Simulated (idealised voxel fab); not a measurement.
process module | voxel gate over fins
cross-section cut | 185 nm wide | cells 5 nm
A cross-section is a grid of square cells, given in bands from the top down. A band is one or more rows of cells.
Each band's line starts with the height of the band's top and of its bottom, in nm. Then come its materials from left to right, each with its width in nm. One material with "throughout" fills the band from edge to edge. "air" is empty space.
Height 0 is the level under which the wafer as received is all one material. The lowest band goes on downwards, as in "0 down".
A width such as "30 to 40" changes by the same amount from each row of cells to the next, from the band's top row to its bottom row.
"no change" after a step means that no cell of the cross-section changed.
closed voids: empty space of 8 cells or more with no open way to the top, each as width x height at its distance from the left edge, in nm
after a step's settings: what the simulator itself notes on the step
overlay nm, on a step with a mask: how far to the right of its planned place the mask lay; to the left if negative
plan
1 op RECEIVE | material Si
2 op CONFORMAL_DEP | material SiN | thk nm 5
3 op DIRECTIONAL_DEP | material aC | thk nm 15
4 op PATTERN | tone cover | mask id FINS | material resist | width nm 15 | pitch nm 35 | thk nm 30 | overlay nm 0
5 op DIRECTIONAL_ETCH | etch materials aC | depth nm 15
6 op STRIP | etch materials resist
7 op DIRECTIONAL_ETCH | etch materials SiN | depth nm 5
8 op DIRECTIONAL_ETCH | etch materials Si | depth nm 30
9 op STRIP | etch materials aC
10 op OXIDIZE | depth nm 5
11 op FILL_DEP | material SiO2 | thk nm 15
12 op CMP | height nm 5
13 op SELECTIVE_ETCH | etch materials SiO2 | depth nm 15
14 op STRIP | etch materials SiN
15 op CONFORMAL_DEP | material HfO2 | thk nm 5
16 op CONFORMAL_DEP | material TiN | thk nm 5
17 op CONFORMAL_DEP | material TiAl | thk nm 5
18 op CONFORMAL_DEP | material TiN | thk nm 5
19 op FILL_DEP | material W | thk nm 10
20 op CMP | height nm 25
21 op CONFORMAL_DEP | material SiCN | thk nm 5
as received, after step 1
  0 down: Si throughout
  closed voids: none
a wafer at the end: this start, this plan, one mistake
  30 to 25: SiCN throughout
  25 to 20: W throughout
  20 to 15: W 15 | TiN 150 | W 20
  15 to 10: W 15 | TiN 5 | TiAl 140 | TiN 5 | W 20
  10 to 5: W 15 | TiN 5 | TiAl 5 | TiN 25 | TiAl 10 | TiN 25 | TiAl 10 | TiN 25 | TiAl 10 | TiN 25 | TiAl 5 | TiN 5 | W 20
  5 to 0: W 15 | TiN 5 | TiAl 5 | TiN 5 | HfO2 15 | TiN 5 | TiAl 10 | TiN 5 | HfO2 15 | TiN 5 | TiAl 10 | TiN 5 | HfO2 15 | TiN 5 | TiAl 10 | TiN 5 | HfO2 15 | TiN 5 | TiAl 5 | TiN 5 | W 20
  0 to -5: W 15 | TiN 5 | TiAl 5 | TiN 5 | HfO2 5 | Si 5 | HfO2 5 | TiN 5 | TiAl 10 | TiN 5 | HfO2 5 | Si 5 | HfO2 5 | TiN 5 | TiAl 10 | TiN 5 | HfO2 5 | Si 5 | HfO2 5 | TiN 5 | TiAl 10 | TiN 5 | HfO2 5 | Si 5 | HfO2 5 | TiN 5 | TiAl 5 | TiN 5 | W 20
  -5 to -10: TiN 20 | TiAl 5 | TiN 5 | HfO2 5 | Si 5 | HfO2 5 | TiN 5 | TiAl 10 | TiN 5 | HfO2 5 | Si 5 | HfO2 5 | TiN 5 | TiAl 10 | TiN 5 | HfO2 5 | Si 5 | HfO2 5 | TiN 5 | TiAl 10 | TiN 5 | HfO2 5 | Si 5 | HfO2 5 | TiN 5 | TiAl 5 | TiN 25
  -10 to -15: TiAl 25 | TiN 5 | HfO2 5 | Si 5 | HfO2 5 | TiN 5 | TiAl 10 | TiN 5 | HfO2 5 | Si 5 | HfO2 5 | TiN 5 | TiAl 10 | TiN 5 | HfO2 5 | Si 5 | HfO2 5 | TiN 5 | TiAl 10 | TiN 5 | HfO2 5 | Si 5 | HfO2 5 | TiN 5 | TiAl 30
  -15 to -20: TiN 30 | HfO2 5 | Si 5 | HfO2 5 | TiN 20 | HfO2 5 | Si 5 | HfO2 5 | TiN 20 | HfO2 5 | Si 5 | HfO2 5 | TiN 20 | HfO2 5 | Si 5 | HfO2 5 | TiN 35
  -20 to -25: HfO2 35 | Si 5 | HfO2 30 | Si 5 | HfO2 30 | Si 5 | HfO2 30 | Si 5 | HfO2 40
  -25 to -35: SiO2 35 | Si 5 | SiO2 30 | Si 5 | SiO2 30 | Si 5 | SiO2 30 | Si 5 | SiO2 40
  -35 down: Si throughout
  closed voids: none
what went wrong: step 13 was run twice
